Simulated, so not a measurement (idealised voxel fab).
The document below concerns the process module designated voxel capacitor over wiring.
The figure presents cross-section cut, which has a width of 165 nm and is divided into square cells with an edge length of 5 nm.
When this document writes out a cross-section, it uses a grid of square cells and lists it as bands, beginning at the top and moving down, with a band standing for one or more rows of cells. The entry gives the band's vertical extent as a top height and a bottom height in nm, then its horizontal make-up as materials from left to right, each with a width in nm. "blank" stands for empty space; a single material marked "everywhere" fills the band edge to edge. The reference from which all heights are counted is 0, the level beneath which the as-received wafer is entirely one material; the lowest band, having no lower bound, proceeds downward and is written after the example "z 0 and below". A width such as "30->40" changes by the same amount from each row of cells to the next, from the band's top row to its bottom row. Take "no modifications" at face value: in the step it is given for, the cross-section changed in none of its cells. The entry titled "Closed void table" provides the empty spaces that have no open way to the top, restricted to those of 8 cells or more. Each is presented as width x height at distance, the distance being measured from the left edge, with all three in nm. Past the settings on a step's line: simulator remark, on that step. overlay nm: on a step with a mask, how far right of its planned place the mask lay; negative means left.

The following list gives the planned process steps
step 1: RECEIVE [material Si]
step 2: CONFORMAL_DEP [material SiO2] [thk nm 15]
step 3: CONFORMAL_DEP [material SiCN] [thk nm 5]
step 4: DIRECTIONAL_DEP [material SiO2] [thk nm 25]
step 5: PATTERN [tone open] [mask id METAL_1] [material resist] [width nm 30] [pitch nm 95] [thk nm 15] [overlay nm 0]
step 6: DIRECTIONAL_ETCH [etch materials SiO2] [depth nm 25]
step 7: DIRECTIONAL_ETCH [etch materials SiCN] [depth nm 5]
step 8: STRIP [etch materials resist]
step 9: CONFORMAL_DEP [material TiN] [thk nm 5]
step 10: FILL_DEP [material Ru] [thk nm 5]
step 11: CMP [height nm 45]
step 12: EPI [material Ru] [thk nm 5]
step 13: FILL_DEP [material SiCN] [thk nm 5]
step 14: DIRECTIONAL_DEP [material SiO2] [thk nm 20]
step 15: DIRECTIONAL_DEP [material aC] [thk nm 10]
step 16: PATTERN [tone open] [mask id PLUG_1] [material resist] [width nm 15] [thk nm 25] [overlay nm 0]
step 17: DIRECTIONAL_ETCH [etch materials aC] [depth nm 10]
step 18: STRIP [etch materials resist]
step 19: DIRECTIONAL_ETCH [etch materials SiO2] [depth nm 20]
step 20: DIRECTIONAL_ETCH [etch materials SiCN] [depth nm 5]
step 21: STRIP [etch materials aC]
step 22: CONFORMAL_DEP [material TiN] [thk nm 5]
step 23: FILL_DEP [material W] [thk nm 5]
step 24: CMP [height nm 75]
step 25: DIRECTIONAL_DEP [material TiN] [thk nm 5]
step 26: DIRECTIONAL_DEP [material SiN] [thk nm 5]
step 27: DIRECTIONAL_DEP [material TiN] [thk nm 10]
step 28: MASKED_ETCH [tone cover] [mask id UPPER_PLATE] [width nm 70] [etch materials TiN] [depth nm 10] [overlay nm 0]
step 29: MASKED_ETCH [tone cover] [mask id UPPER_PLATE] [width nm 70] [etch materials SiN] [depth nm 5] [overlay nm 0]
step 30: PATTERN [tone cover] [mask id LOWER_PLATE] [material resist] [width nm 80] [thk nm 15] [overlay nm 0]
step 31: DIRECTIONAL_ETCH [etch materials TiN] [depth nm 5]
step 32: STRIP [etch materials resist]
step 33: FILL_DEP [material SiO2] [thk nm 15]
step 34: CMP [height nm 105]
step 35: PATTERN [tone open] [mask id PLUG_2] [material resist] [width nm 15] [thk nm 20] [overlay nm 0]
step 36: DIRECTIONAL_ETCH [etch materials SiO2] [depth nm 10]
step 37: STRIP [etch materials resist]
step 38: CONFORMAL_DEP [material TiN] [thk nm 5]
step 39: FILL_DEP [material Cu] [thk nm 5]
step 40: CMP [height nm 105]
step 41: CONFORMAL_DEP [material SiCN] [thk nm 5]

Wafer, first of two, run as planned

Incoming wafer, cross-sectional view, post step 1
    z 0 and below  Si everywhere
    Closed void table: none

Wafer xsec, post step 2
    z 15 to 0  SiO2 everywhere
    For the remainder of the cross-section, below 0, there is no change.

Wafer xsec, post step 3
    z 20 to 15  SiCN everywhere
    For the remainder of the cross-section, below 15, there is no change.

Wafer xsec, post step 4
    z 45 to 20  SiO2 everywhere
    For the remainder of the cross-section, below 20, there is no change.

Wafer xsec, post step 5
    z 60 to 45  20 of resist, 30 of blank, 65 of resist, 30 of blank, 20 of resist
    For the remainder of the cross-section, below 45, there is no change.

Wafer xsec, post step 6
    z 60 to 45  20 of resist, 30 of blank, 65 of resist, 30 of blank, 20 of resist
    z 45 to 20  20 of SiO2, 30 of blank, 65 of SiO2, 30 of blank, 20 of SiO2
    For the remainder of the cross-section, below 20, there is no change.

Wafer xsec, post step 7
    z 60 to 45  20 of resist, 30 of blank, 65 of resist, 30 of blank, 20 of resist
    z 45 to 20  20 of SiO2, 30 of blank, 65 of SiO2, 30 of blank, 20 of SiO2
    z 20 to 15  20 of SiCN, 30 of blank, 65 of SiCN, 30 of blank, 20 of SiCN
    For the remainder of the cross-section, below 15, there is no change.

Wafer xsec, post step 8
    z 45 to 20  20 of SiO2, 30 of blank, 65 of SiO2, 30 of blank, 20 of SiO2
    For the remainder of the cross-section, below 20, there is no change.

Wafer xsec, post step 9
    z 50 to 45  25 of TiN, 20 of blank, 75 of TiN, 20 of blank, 25 of TiN
    z 45 to 20  20 of SiO2, 5 of TiN, 20 of blank, 5 of TiN, 65 of SiO2, 5 of TiN, 20 of blank, 5 of TiN, 20 of SiO2
    z 20 to 15  20 of SiCN, 30 of TiN, 65 of SiCN, 30 of TiN, 20 of SiCN
    For the remainder of the cross-section, below 15, there is no change.

Wafer xsec, post step 10
    z 55 to 50  Ru everywhere
    z 50 to 45  25 of TiN, 20 of Ru, 75 of TiN, 20 of Ru, 25 of TiN
    z 45 to 20  20 of SiO2, 5 of TiN, 20 of Ru, 5 of TiN, 65 of SiO2, 5 of TiN, 20 of Ru, 5 of TiN, 20 of SiO2
    For the remainder of the cross-section, below 20, there is no change.

Wafer xsec, post step 11
    z 45 to 20  20 of SiO2, 5 of TiN, 20 of Ru, 5 of TiN, 65 of SiO2, 5 of TiN, 20 of Ru, 5 of TiN, 20 of SiO2
    For the remainder of the cross-section, below 20, there is no change.

Wafer xsec, post step 12
    z 50 to 45  15 of blank, 40 of Ru, 55 of blank, 40 of Ru, 15 of blank
    For the remainder of the cross-section, below 45, there is no change.

Wafer xsec, post step 13
    z 55 to 50  SiCN everywhere
    z 50 to 45  15 of SiCN, 40 of Ru, 55 of SiCN, 40 of Ru, 15 of SiCN
    For the remainder of the cross-section, below 45, there is no change.

Wafer xsec, post step 14
    z 75 to 55  SiO2 everywhere
    For the remainder of the cross-section, below 55, there is no change.

Wafer xsec, post step 15
    z 85 to 75  aC everywhere
    For the remainder of the cross-section, below 75, there is no change.

Wafer xsec, post step 16
    z 110 to 85  35 of resist, 15 of blank, 115 of resist
    For the remainder of the cross-section, below 85, there is no change.

Wafer xsec, post step 17
    z 100 to 85  35 of resist, 15 of blank, 115 of resist
    z 85 to 75  35 of aC, 15 of blank, 115 of aC
    For the remainder of the cross-section, below 75, there is no change.

Wafer xsec, post step 18
    z 85 to 75  35 of aC, 15 of blank, 115 of aC
    For the remainder of the cross-section, below 75, there is no change.

Wafer xsec, post step 19
    z 85 to 75  35 of aC, 15 of blank, 115 of aC
    z 75 to 55  35 of SiO2, 15 of blank, 115 of SiO2
    For the remainder of the cross-section, below 55, there is no change.

Wafer xsec, post step 20
    z 85 to 75  35 of aC, 15 of blank, 115 of aC
    z 75 to 55  35 of SiO2, 15 of blank, 115 of SiO2
    z 55 to 50  35 of SiCN, 15 of blank, 115 of SiCN
    For the remainder of the cross-section, below 50, there is no change.

Wafer xsec, post step 21
    z 75 to 55  35 of SiO2, 15 of blank, 115 of SiO2
    For the remainder of the cross-section, below 55, there is no change.

Wafer xsec, post step 22
    z 80 to 75  40 of TiN, 5 of blank, 120 of TiN
    z 75 to 55  35 of SiO2, 5 of TiN, 5 of blank, 5 of TiN, 115 of SiO2
    z 55 to 50  35 of SiCN, 15 of TiN, 115 of SiCN
    For the remainder of the cross-section, below 50, there is no change.

Wafer xsec, post step 23
    z 85 to 80  W everywhere
    z 80 to 75  40 of TiN, 5 of W, 120 of TiN
    z 75 to 55  35 of SiO2, 5 of TiN, 5 of W, 5 of TiN, 115 of SiO2
    For the remainder of the cross-section, below 55, there is no change.

Wafer xsec, post step 24
    z 75 to 55  35 of SiO2, 5 of TiN, 5 of W, 5 of TiN, 115 of SiO2
    For the remainder of the cross-section, below 55, there is no change.

Wafer xsec, post step 25
    z 80 to 75  TiN everywhere
    For the remainder of the cross-section, below 75, there is no change.

Wafer xsec, post step 26
    z 85 to 80  SiN everywhere
    For the remainder of the cross-section, below 80, there is no change.

Wafer xsec, post step 27
    z 95 to 85  TiN everywhere
    For the remainder of the cross-section, below 85, there is no change.

Wafer xsec, post step 28
    z 95 to 85  35 of blank, 70 of TiN, 60 of blank
    For the remainder of the cross-section, below 85, there is no change.

Wafer xsec, post step 29
    z 95 to 85  35 of blank, 70 of TiN, 60 of blank
    z 85 to 80  35 of blank, 70 of SiN, 60 of blank
    For the remainder of the cross-section, below 80, there is no change.

Wafer xsec, post step 30
    z 110 to 95  30 of blank, 80 of resist, 55 of blank
    z 95 to 85  30 of blank, 5 of resist, 70 of TiN, 5 of resist, 55 of blank
    z 85 to 80  30 of blank, 5 of resist, 70 of SiN, 5 of resist, 55 of blank
    For the remainder of the cross-section, below 80, there is no change.

Wafer xsec, post step 31
    z 110 to 95  30 of blank, 80 of resist, 55 of blank
    z 95 to 85  30 of blank, 5 of resist, 70 of TiN, 5 of resist, 55 of blank
    z 85 to 80  30 of blank, 5 of resist, 70 of SiN, 5 of resist, 55 of blank
    z 80 to 75  30 of blank, 80 of TiN, 55 of blank
    For the remainder of the cross-section, below 75, there is no change.

Wafer xsec, post step 32
    z 95 to 85  35 of blank, 70 of TiN, 60 of blank
    z 85 to 80  35 of blank, 70 of SiN, 60 of blank
    For the remainder of the cross-section, below 80, there is no change.

Wafer xsec, post step 33
    z 110 to 95  SiO2 everywhere
    z 95 to 85  35 of SiO2, 70 of TiN, 60 of SiO2
    z 85 to 80  35 of SiO2, 70 of SiN, 60 of SiO2
    z 80 to 75  30 of SiO2, 80 of TiN, 55 of SiO2
    For the remainder of the cross-section, below 75, there is no change.

Wafer xsec, post step 34
    z 105 to 95  SiO2 everywhere
    For the remainder of the cross-section, below 95, there is no change.

Wafer xsec, post step 35
    z 125 to 105  45 of resist, 15 of blank, 105 of resist
    For the remainder of the cross-section, below 105, there is no change.

Wafer xsec, post step 36
    z 125 to 105  45 of resist, 15 of blank, 105 of resist
    z 105 to 95  45 of SiO2, 15 of blank, 105 of SiO2
    For the remainder of the cross-section, below 95, there is no change.

Wafer xsec, post step 37
    z 105 to 95  45 of SiO2, 15 of blank, 105 of SiO2
    For the remainder of the cross-section, below 95, there is no change.

Wafer xsec, post step 38
    z 110 to 105  50 of TiN, 5 of blank, 110 of TiN
    z 105 to 100  45 of SiO2, 5 of TiN, 5 of blank, 5 of TiN, 105 of SiO2
    z 100 to 95  45 of SiO2, 15 of TiN, 105 of SiO2
    For the remainder of the cross-section, below 95, there is no change.

Wafer xsec, post step 39
    z 115 to 110  Cu everywhere
    z 110 to 105  50 of TiN, 5 of Cu, 110 of TiN
    z 105 to 100  45 of SiO2, 5 of TiN, 5 of Cu, 5 of TiN, 105 of SiO2
    For the remainder of the cross-section, below 100, there is no change.

Wafer xsec, post step 40
    z 105 to 100  45 of SiO2, 5 of TiN, 5 of Cu, 5 of TiN, 105 of SiO2
    For the remainder of the cross-section, below 100, there is no change.

Wafer xsec, post step 41
    z 110 to 105  SiCN everywhere
    For the remainder of the cross-section, below 105, there is no change.

The Second Wafer: Common Origin and Plan, One Mistake in Execution, Identical to the First Through Step 27

Cross-section of the second wafer when, according to plan, step 28 should have finished
    z 95 to 85  35 of TiN, 70 of blank, 60 of TiN
    For the remainder of the cross-section, below 85, there is no change.

Cross-section of the second wafer when, according to plan, step 29 should have finished: no modifications

Cross-section of the second wafer when, according to plan, step 30 should have finished
    z 110 to 95  30 of blank, 80 of resist, 55 of blank
    z 95 to 85  35 of TiN, 70 of resist, 60 of TiN
    For the remainder of the cross-section, below 85, there is no change.

Cross-section of the second wafer when, according to plan, step 31 should have finished
    z 110 to 95  30 of blank, 80 of resist, 55 of blank
    z 95 to 90  30 of blank, 5 of TiN, 70 of resist, 5 of TiN, 55 of blank
    For the remainder of the cross-section, below 90, there is no change.

Cross-section of the second wafer when, according to plan, step 32 should have finished
    z 95 to 90  30 of blank, 5 of TiN, 70 of blank, 5 of TiN, 55 of blank
    z 90 to 85  35 of TiN, 70 of blank, 60 of TiN
    For the remainder of the cross-section, below 85, there is no change.

Cross-section of the second wafer when, according to plan, step 33 should have finished
    z 110 to 95  SiO2 everywhere
    z 95 to 90  30 of SiO2, 5 of TiN, 70 of SiO2, 5 of TiN, 55 of SiO2
    z 90 to 85  35 of TiN, 70 of SiO2, 60 of TiN
    For the remainder of the cross-section, below 85, there is no change.

Cross-section of the second wafer when, according to plan, step 34 should have finished
    z 105 to 95  SiO2 everywhere
    For the remainder of the cross-section, below 95, there is no change.

Cross-section of the second wafer when, according to plan, step 35 should have finished
    z 125 to 105  45 of resist, 15 of blank, 105 of resist
    For the remainder of the cross-section, below 105, there is no change.

Cross-section of the second wafer when, according to plan, step 36 should have finished
    z 125 to 105  45 of resist, 15 of blank, 105 of resist
    z 105 to 95  45 of SiO2, 15 of blank, 105 of SiO2
    For the remainder of the cross-section, below 95, there is no change.

Cross-section of the second wafer when, according to plan, step 37 should have finished
    z 105 to 95  45 of SiO2, 15 of blank, 105 of SiO2
    For the remainder of the cross-section, below 95, there is no change.

Cross-section of the second wafer when, according to plan, step 38 should have finished
    z 110 to 105  50 of TiN, 5 of blank, 110 of TiN
    z 105 to 100  45 of SiO2, 5 of TiN, 5 of blank, 5 of TiN, 105 of SiO2
    z 100 to 95  45 of SiO2, 15 of TiN, 105 of SiO2
    For the remainder of the cross-section, below 95, there is no change.

Cross-section of the second wafer when, according to plan, step 39 should have finished
    z 115 to 110  Cu everywhere
    z 110 to 105  50 of TiN, 5 of Cu, 110 of TiN
    z 105 to 100  45 of SiO2, 5 of TiN, 5 of Cu, 5 of TiN, 105 of SiO2
    For the remainder of the cross-section, below 100, there is no change.

Cross-section of the second wafer when, according to plan, step 40 should have finished
    z 105 to 100  45 of SiO2, 5 of TiN, 5 of Cu, 5 of TiN, 105 of SiO2
    For the remainder of the cross-section, below 100, there is no change.

Cross-section of the second wafer when, according to plan, step 41 should have finished
    z 110 to 105  SiCN everywhere
    For the remainder of the cross-section, below 105, there is no change.
Finding, execution versus plan: not per plan at step 28, really ran MASKED_ETCH [tone open] [mask id UPPER_PLATE] [width nm 70] [etch materials TiN] [depth nm 10] [overlay nm 0]
End of process, cell counts, second wafer against first, materials with more or fewer: SiN: 19 more, SiO2: 29 fewer, TiN: 10 more
